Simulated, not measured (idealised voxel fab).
process module | voxel ribs on slabs
cross-section cut | 285 nm wide | cells 5 nm
A cross-section is a grid of square cells, given in bands from the top down. A band is one or more rows of cells.
Each band's line starts with the height of the band's top and of its bottom, in nm. Then come its materials from left to right, each with its width in nm. One material with "throughout" fills the band from edge to edge. "air" is empty space.
Height 0 is the level under which the wafer as received is all one material. The lowest band goes on downwards, as in "0 down".
A width such as "30 to 40" changes by the same amount from each row of cells to the next, from the band's top row to its bottom row.
"no change" after a step means that no cell of the cross-section changed.
closed voids: empty space of 8 cells or more with no open way to the top, each as width x height at its distance from the left edge, in nm
after a step's settings: what the simulator itself notes on the step
overlay nm, on a step with a mask: how far to the right of its planned place the mask lay; to the left if negative
plan
1 op RECEIVE | material Si
2 op DIRECTIONAL_DEP | material SiO2 | thk nm 25
3 op DIRECTIONAL_DEP | material polySi | thk nm 25
4 op PATTERN | tone cover | mask id RIB | material resist | width nm 30 | thk nm 20 | overlay nm 0
5 op DIRECTIONAL_ETCH | etch materials polySi | depth nm 5
6 op STRIP | etch materials resist
7 op PATTERN | tone cover | mask id SLAB | material resist | width nm 90 | thk nm 15 | overlay nm 0
8 op DIRECTIONAL_ETCH | etch materials polySi | depth nm 20
9 op STRIP | etch materials resist
10 op FILL_DEP | material SiO2 | thk nm 20
11 op CMP | height nm 65
12 op DIRECTIONAL_DEP | material W | thk nm 10
13 op MASKED_ETCH | tone cover | mask id HEATER | width nm 40 | etch materials W | depth nm 10 | overlay nm 0
14 op CONFORMAL_DEP | material SiO2 | thk nm 10
first wafer, as planned
as received, after step 1
  0 down: Si throughout
  closed voids: none
after step 2
  25 to 0: SiO2 throughout
  below 0: unchanged
after step 3
  50 to 25: polySi throughout
  below 25: unchanged
after step 4
  70 to 50: air 125 | resist 30 | air 130
  below 50: unchanged
after step 5
  70 to 50: air 125 | resist 30 | air 130
  50 to 45: air 125 | polySi 30 | air 130
  below 45: unchanged
after step 6
  50 to 45: air 125 | polySi 30 | air 130
  below 45: unchanged
after step 7
  65 to 50: air 95 | resist 90 | air 100
  50 to 45: air 95 | resist 30 | polySi 30 | resist 30 | air 100
  below 45: unchanged
after step 8
  65 to 50: air 95 | resist 90 | air 100
  50 to 45: air 95 | resist 30 | polySi 30 | resist 30 | air 100
  45 to 25: air 95 | polySi 90 | air 100
  below 25: unchanged
after step 9
  50 to 45: air 125 | polySi 30 | air 130
  below 45: unchanged
after step 10
  70 to 50: SiO2 throughout
  50 to 45: SiO2 125 | polySi 30 | SiO2 130
  45 to 25: SiO2 95 | polySi 90 | SiO2 100
  below 25: unchanged
after step 11
  65 to 50: SiO2 throughout
  below 50: unchanged
after step 12
  75 to 65: W throughout
  below 65: unchanged
after step 13
  75 to 65: air 120 | W 40 | air 125
  below 65: unchanged
after step 14
  85 to 75: air 110 | SiO2 60 | air 115
  75 to 65: SiO2 120 | W 40 | SiO2 125
  below 65: unchanged
second wafer: like start, like plan, one mistake. Through step 1 it matches the first wafer
when step 2 should have ended
  25 to 0: polySi throughout
  below 0: unchanged
when step 3 should have ended
  50 to 25: SiO2 throughout
  below 25: unchanged
when step 4 should have ended
  70 to 50: air 125 | resist 30 | air 130
  below 50: unchanged
when step 5 should have ended: no change
when step 6 should have ended
  50 to 25: SiO2 throughout
  below 25: unchanged
when step 7 should have ended
  65 to 50: air 95 | resist 90 | air 100
  below 50: unchanged
when step 8 should have ended: no change
when step 9 should have ended
  50 to 25: SiO2 throughout
  below 25: unchanged
when step 10 should have ended
  70 to 25: SiO2 throughout
  below 25: unchanged
when step 11 should have ended
  65 to 25: SiO2 throughout
  below 25: unchanged
when step 12 should have ended
  75 to 65: W throughout
  below 65: unchanged
when step 13 should have ended
  75 to 65: air 120 | W 40 | air 125
  below 65: unchanged
when step 14 should have ended
  85 to 75: air 110 | SiO2 60 | air 115
  75 to 65: SiO2 120 | W 40 | SiO2 125
  below 65: unchanged
what went wrong: steps 2 and 3 were swapped
at the end the second wafer has, in cells: 207 fewer of SiO2 | 207 more of polySi
